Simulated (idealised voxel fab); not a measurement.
Process module heading - voxel trench capacitor
240 nm wide, 5 nm square cells: that's cross-section cut.
Just so we're on the same page, the cross-sections are grids of square cells, and they're listed out in bands top to bottom, each band one or more rows deep.
Quick guide to a band line: top height, bottom height (nm) up front; then every material left to right with its width in nm. Only one material and it's marked "edge to edge"? Then it fills the band edge to edge. And "empty" just means empty space.
Ref level 0: as-received wafer is one material below here. Bottom band extends down with no lower bound ("0 down").
When a width is written as two numbers, as in "30..40", the first number is the width in the top row of cells of the band and the second is the width in its bottom row, and the width changes by the same amount from each row to the next.
"remained the same" after a step means that no cell of the cross-section changed.
"Trapped void list" contains a list of empty spaces, each no smaller than 8 cells and without an open way to the top, written in the form width x height at distance with the distance from the left edge and all three in nm.
What comes after the settings on a step's line is commentary from the simulator itself on that step.
overlay nm: mask offset rightward from planned place, masked step; negative means leftward offset.
# Process steps (planned)
| 1 | RECEIVE (material Si) |
| 2 | CONFORMAL_DEP (material SiN; thk nm 10) |
| 3 | PATTERN (tone open; mask id TRENCH; material resist; width nm 25; pitch nm 50; thk nm 15; overlay nm 0) |
| 4 | DIRECTIONAL_ETCH (etch materials SiN; depth nm 10) |
| 5 | DIRECTIONAL_ETCH (etch materials Si; depth nm 40) |
| 6 | STRIP (etch materials resist) |
| 7 | CONFORMAL_DEP (material HfO2; thk nm 5) |
| 8 | CONFORMAL_DEP (material TiN; thk nm 5) |
| 9 | FILL_DEP (material W; thk nm 5) |
| 10 | CMP (height nm 10) |
# Incoming wafer in cross-section (state: after step 1)
- 0 down = Si edge to edge
- Trapped void list: none
# Final cross-section, module run with one mistake (start and plan as above)
- 10 to 0 = SiN=55, then TiN=5, then HfO2=5, then W=5, then HfO2=5, then TiN=5, then SiN=25, then TiN=5, then HfO2=5, then W=5, then HfO2=5, then TiN=5, then SiN=25, then TiN=5, then HfO2=5, then W=5, then HfO2=5, then TiN=5, then SiN=60
- 0 to -30 = Si=55, then TiN=5, then HfO2=5, then W=5, then HfO2=5, then TiN=5, then Si=25, then TiN=5, then HfO2=5, then W=5, then HfO2=5, then TiN=5, then Si=25, then TiN=5, then HfO2=5, then W=5, then HfO2=5, then TiN=5, then Si=60
- -30 to -35 = Si=55, then TiN=5, then HfO2=15, then TiN=5, then Si=25, then TiN=5, then HfO2=15, then TiN=5, then Si=25, then TiN=5, then HfO2=15, then TiN=5, then Si=60
- -35 to -40 = Si=55, then TiN=25, then Si=25, then TiN=25, then Si=25, then TiN=25, then Si=60
- -40 down = Si edge to edge
- Trapped void list: none
Want to know what went wrong? note: step 7 <-> step 8, run order reversed vs plan
